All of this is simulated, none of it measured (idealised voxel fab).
process module | voxel ribs on slabs
cross-section cut | 205 nm wide | cells 5 nm
A cross-section is a grid of square cells, given in bands from the top down. A band is one or more rows of cells.
Each band's line starts with the height of the band's top and of its bottom, in nm. Then come its materials from left to right, each with its width in nm. One material with "throughout" fills the band from edge to edge. "air" is empty space.
Height 0 is the level under which the wafer as received is all one material. The lowest band goes on downwards, as in "0 down".
A width such as "30 to 40" changes by the same amount from each row of cells to the next, from the band's top row to its bottom row.
"no change" after a step means that no cell of the cross-section changed.
closed voids: empty space of 8 cells or more with no open way to the top, each as width x height at its distance from the left edge, in nm
after a step's settings: what the simulator itself notes on the step
overlay nm, on a step with a mask: how far to the right of its planned place the mask lay; to the left if negative
plan
1 op RECEIVE | material Si
2 op DIRECTIONAL_DEP | material SiO2 | thk nm 25
3 op DIRECTIONAL_DEP | material SiN | thk nm 15
4 op DIRECTIONAL_DEP | material aC | thk nm 15
5 op PATTERN | tone cover | mask id RIB | material resist | width nm 20 | thk nm 30 | overlay nm 0
6 op DIRECTIONAL_ETCH | etch materials aC | depth nm 15
7 op STRIP | etch materials resist
8 op DIRECTIONAL_ETCH | etch materials SiN | depth nm 5
9 op STRIP | etch materials aC
10 op MASKED_ETCH | tone cover | mask id SLAB | width nm 80 | etch materials SiN | depth nm 10 | overlay nm 0
11 op FILL_DEP | material SiO2 | thk nm 25
12 op CMP | height nm 55
13 op DIRECTIONAL_DEP | material TiN | thk nm 5
14 op PATTERN | tone cover | mask id HEATER | material resist | width nm 30 | thk nm 15 | overlay nm 0
15 op DIRECTIONAL_ETCH | etch materials TiN | depth nm 5
16 op STRIP | etch materials resist
17 op CONFORMAL_DEP | material SiO2 | thk nm 10
first wafer, as planned
as received, after step 1
  0 down: Si throughout
  closed voids: none
after step 2
  25 to 0: SiO2 throughout
  below 0: unchanged
after step 3
  40 to 25: SiN throughout
  below 25: unchanged
after step 4
  55 to 40: aC throughout
  below 40: unchanged
after step 5
  85 to 55: air 90 | resist 20 | air 95
  below 55: unchanged
after step 6
  70 to 55: air 90 | resist 20 | air 95
  55 to 40: air 90 | aC 20 | air 95
  below 40: unchanged
after step 7
  55 to 40: air 90 | aC 20 | air 95
  below 40: unchanged
after step 8
  55 to 40: air 90 | aC 20 | air 95
  40 to 35: air 90 | SiN 20 | air 95
  below 35: unchanged
after step 9
  40 to 35: air 90 | SiN 20 | air 95
  below 35: unchanged
after step 10
  40 to 35: air 90 | SiN 20 | air 95
  35 to 25: air 60 | SiN 80 | air 65
  below 25: unchanged
after step 11
  65 to 40: SiO2 throughout
  40 to 35: SiO2 90 | SiN 20 | SiO2 95
  35 to 25: SiO2 60 | SiN 80 | SiO2 65
  below 25: unchanged
after step 12
  55 to 40: SiO2 throughout
  below 40: unchanged
after step 13
  60 to 55: TiN throughout
  below 55: unchanged
after step 14
  75 to 60: air 85 | resist 30 | air 90
  below 60: unchanged
after step 15
  75 to 60: air 85 | resist 30 | air 90
  60 to 55: air 85 | TiN 30 | air 90
  below 55: unchanged
after step 16
  60 to 55: air 85 | TiN 30 | air 90
  below 55: unchanged
after step 17
  70 to 65: air 75 | SiO2 50 | air 80
  65 to 60: SiO2 throughout
  60 to 55: SiO2 85 | TiN 30 | SiO2 90
  below 55: unchanged
second wafer: like start, like plan, one mistake. Through step 9 it matches the first wafer
when step 10 should have ended
  40 to 35: air 90 | SiN 20 | air 95
  35 to 25: air 65 | SiN 70 | air 70
  below 25: unchanged
when step 11 should have ended
  65 to 40: SiO2 throughout
  40 to 35: SiO2 90 | SiN 20 | SiO2 95
  35 to 25: SiO2 65 | SiN 70 | SiO2 70
  below 25: unchanged
when step 12 should have ended
  55 to 40: SiO2 throughout
  below 40: unchanged
when step 13 should have ended
  60 to 55: TiN throughout
  below 55: unchanged
when step 14 should have ended
  75 to 60: air 85 | resist 30 | air 90
  below 60: unchanged
when step 15 should have ended
  75 to 60: air 85 | resist 30 | air 90
  60 to 55: air 85 | TiN 30 | air 90
  below 55: unchanged
when step 16 should have ended
  60 to 55: air 85 | TiN 30 | air 90
  below 55: unchanged
when step 17 should have ended
  70 to 65: air 75 | SiO2 50 | air 80
  65 to 60: SiO2 throughout
  60 to 55: SiO2 85 | TiN 30 | SiO2 90
  below 55: unchanged
what went wrong: step 10 ran as: op MASKED_ETCH | tone cover | mask id SLAB | width nm 70 | etch materials SiN | depth nm 10 | overlay nm 0
at the end the second wafer has, in cells: 4 fewer of SiN | 4 more of SiO2
